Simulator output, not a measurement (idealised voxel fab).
The following process module bears the name voxel air gaps.
Cross-sectional view cut (width: 175 nm; square cell size: 5 nm).
Cross-section, as written here: a square-cell grid given band by band from the top down, where a band holds one or more rows of cells. Within each band entry, the heights of the top and of the bottom of the band appear first, in that order and in nm; the materials of the band then follow from left to right, each with its corresponding width in nm. The designation "all across" on a single material indicates that it fills the band from edge to edge; the designation "air" indicates empty space. Heights are expressed relative to 0, this being the level below which the as-received wafer comprises one material exclusively. The lowest band is unbounded in the downward direction and is denoted as in "z 0 and below". It should be noted that a width expressed as "30..40" varies in equal increments from row to row of cells within the band, taking the value of the first number at the top row and that of the second number at the bottom row. Reading "identical to before" for a step: not a cell of the cross-section changed in it. The entry "Enclosed void entries" lists the empty spaces that cover at least 8 cells and have no open path to the top. Each is written as width x height at distance, where the distance is measured from the left edge and all three values are in nm. Heads up: the bit after the settings on a step's line is the simulator's remark on that step. You can add "overlay nm" to a step's line. For a step with a mask, it describes how far the mask lay to the right of its planned position, and a negative number describes a lay to the left.
Intended process steps:
1) RECEIVE,material Si
2) CONFORMAL_DEP,material SiO2,thk nm 15
3) CONFORMAL_DEP,material SiCN,thk nm 5
4) DIRECTIONAL_DEP,material lowk,thk nm 35
5) DIRECTIONAL_DEP,material aC,thk nm 15
6) PATTERN,tone open,mask id LINES,material resist,width nm 25,pitch nm 50,thk nm 30,overlay nm 0
7) DIRECTIONAL_ETCH,etch materials aC,depth nm 15
8) STRIP,etch materials resist
9) DIRECTIONAL_ETCH,etch materials lowk,depth nm 35
10) STRIP,etch materials aC
11) CONFORMAL_DEP,material TiN,thk nm 5
12) FILL_DEP,material Cu,thk nm 5
13) CMP,height nm 55
14) EPI,material Ru,thk nm 10
15) SELECTIVE_ETCH,etch materials lowk,depth nm 45
16) CONFORMAL_DEP,material SiCN,thk nm 5
First out of two wafers; run went to plan:
Shown in cross-section is the wafer as received, that is, as it stands after step 1:
z 0 and below = Si all across
Enclosed void entries: none
So this is the wafer cross-section right after step 2:
z 15 to 0 = SiO2 all across
Note: structure below 0 unchanged.
So this is the wafer cross-section right after step 3:
z 20 to 15 = SiCN all across
Note: structure below 15 unchanged.
So this is the wafer cross-section right after step 4:
z 55 to 20 = lowk all across
Note: structure below 20 unchanged.
So this is the wafer cross-section right after step 5:
z 70 to 55 = aC all across
Note: structure below 55 unchanged.
So this is the wafer cross-section right after step 6:
z 100 to 70 = resist=25 / air=25 / resist=25 / air=25 / resist=25 / air=25 / resist=25
Note: structure below 70 unchanged.
So this is the wafer cross-section right after step 7:
z 85 to 70 = resist=25 / air=25 / resist=25 / air=25 / resist=25 / air=25 / resist=25
z 70 to 55 = aC=25 / air=25 / aC=25 / air=25 / aC=25 / air=25 / aC=25
Note: structure below 55 unchanged.
So this is the wafer cross-section right after step 8:
z 70 to 55 = aC=25 / air=25 / aC=25 / air=25 / aC=25 / air=25 / aC=25
Note: structure below 55 unchanged.
So this is the wafer cross-section right after step 9:
z 70 to 55 = aC=25 / air=25 / aC=25 / air=25 / aC=25 / air=25 / aC=25
z 55 to 20 = lowk=25 / air=25 / lowk=25 / air=25 / lowk=25 / air=25 / lowk=25
Note: structure below 20 unchanged.
So this is the wafer cross-section right after step 10:
z 55 to 20 = lowk=25 / air=25 / lowk=25 / air=25 / lowk=25 / air=25 / lowk=25
Note: structure below 20 unchanged.
So this is the wafer cross-section right after step 11:
z 60 to 55 = TiN=30 / air=15 / TiN=35 / air=15 / TiN=35 / air=15 / TiN=30
z 55 to 25 = lowk=25 / TiN=5 / air=15 / TiN=5 / lowk=25 / TiN=5 / air=15 / TiN=5 / lowk=25 / TiN=5 / air=15 / TiN=5 / lowk=25
z 25 to 20 = lowk=25 / TiN=25 / lowk=25 / TiN=25 / lowk=25 / TiN=25 / lowk=25
Note: structure below 20 unchanged.
So this is the wafer cross-section right after step 12:
z 65 to 60 = Cu all across
z 60 to 55 = TiN=30 / Cu=15 / TiN=35 / Cu=15 / TiN=35 / Cu=15 / TiN=30
z 55 to 25 = lowk=25 / TiN=5 / Cu=15 / TiN=5 / lowk=25 / TiN=5 / Cu=15 / TiN=5 / lowk=25 / TiN=5 / Cu=15 / TiN=5 / lowk=25
Note: structure below 25 unchanged.
So this is the wafer cross-section right after step 13:
z 55 to 25 = lowk=25 / TiN=5 / Cu=15 / TiN=5 / lowk=25 / TiN=5 / Cu=15 / TiN=5 / lowk=25 / TiN=5 / Cu=15 / TiN=5 / lowk=25
Note: structure below 25 unchanged.
So this is the wafer cross-section right after step 14:
z 65 to 55 = air=15 / Ru=45 / air=5 / Ru=45 / air=5 / Ru=45 / air=15
Note: structure below 55 unchanged.
So this is the wafer cross-section right after step 15:
z 65 to 55 = air=15 / Ru=45 / air=5 / Ru=45 / air=5 / Ru=45 / air=15
z 55 to 25 = air=25 / TiN=5 / Cu=15 / TiN=5 / air=25 / TiN=5 / Cu=15 / TiN=5 / air=25 / TiN=5 / Cu=15 / TiN=5 / air=25
z 25 to 20 = air=25 / TiN=25 / air=25 / TiN=25 / air=25 / TiN=25 / air=25
Note: structure below 20 unchanged.
So this is the wafer cross-section right after step 16:
z 70 to 65 = air=10 / SiCN=155 / air=10
z 65 to 55 = air=10 / SiCN=5 / Ru=45 / SiCN=5 / Ru=45 / SiCN=5 / Ru=45 / SiCN=5 / air=10
z 55 to 50 = air=10 / SiCN=15 / TiN=5 / Cu=15 / TiN=5 / SiCN=25 / TiN=5 / Cu=15 / TiN=5 / SiCN=25 / TiN=5 / Cu=15 / TiN=5 / SiCN=15 / air=10
z 50 to 25 = air=20 / SiCN=5 / TiN=5 / Cu=15 / TiN=5 / SiCN=5 / air=15 / SiCN=5 / TiN=5 / Cu=15 / TiN=5 / SiCN=5 / air=15 / SiCN=5 / TiN=5 / Cu=15 / TiN=5 / SiCN=5 / air=20
z 25 to 20 = SiCN=25 / TiN=25 / SiCN=25 / TiN=25 / SiCN=25 / TiN=25 / SiCN=25
Note: structure below 20 unchanged.
Enclosed void entries: 15 x 25 at 55; 15 x 25 at 105
Second wafer. Start and plan as for the first. One mistake made in running. Agrees with the first up to and including step 13:
Second wafer, section view, time point: scheduled end of step 14:
z 55 to 25 = air=25 / TiN=5 / Cu=15 / TiN=5 / air=25 / TiN=5 / Cu=15 / TiN=5 / air=25 / TiN=5 / Cu=15 / TiN=5 / air=25
z 25 to 20 = air=25 / TiN=25 / air=25 / TiN=25 / air=25 / TiN=25 / air=25
Note: structure below 20 unchanged.
Second wafer, section view, time point: scheduled end of step 15:
z 65 to 55 = air=15 / Ru=45 / air=5 / Ru=45 / air=5 / Ru=45 / air=15
z 55 to 25 = air=15 / Ru=10 / TiN=5 / Cu=15 / TiN=5 / Ru=10 / air=5 / Ru=10 / TiN=5 / Cu=15 / TiN=5 / Ru=10 / air=5 / Ru=10 / TiN=5 / Cu=15 / TiN=5 / Ru=10 / air=15
z 25 to 20 = air=15 / Ru=10 / TiN=25 / Ru=10 / air=5 / Ru=10 / TiN=25 / Ru=10 / air=5 / Ru=10 / TiN=25 / Ru=10 / air=15
Note: structure below 20 unchanged.
Second wafer, section view, time point: scheduled end of step 16:
z 70 to 65 = air=10 / SiCN=155 / air=10
z 65 to 55 = air=10 / SiCN=5 / Ru=45 / SiCN=5 / Ru=45 / SiCN=5 / Ru=45 / SiCN=5 / air=10
z 55 to 25 = air=10 / SiCN=5 / Ru=10 / TiN=5 / Cu=15 / TiN=5 / Ru=10 / SiCN=5 / Ru=10 / TiN=5 / Cu=15 / TiN=5 / Ru=10 / SiCN=5 / Ru=10 / TiN=5 / Cu=15 / TiN=5 / Ru=10 / SiCN=5 / air=10
z 25 to 20 = SiCN=15 / Ru=10 / TiN=25 / Ru=10 / SiCN=5 / Ru=10 / TiN=25 / Ru=10 / SiCN=5 / Ru=10 / TiN=25 / Ru=10 / SiCN=15
Note: structure below 20 unchanged.
Nonconformance to the process plan: steps 14 and 15 run out of order (swapped)
Final comparison by cell count, materials where the second wafer has more or fewer than the first: Ru: 84 more | SiCN: 34 fewer
Quick summary for you: first wafer finishes at 2 closed voids, second at 0.
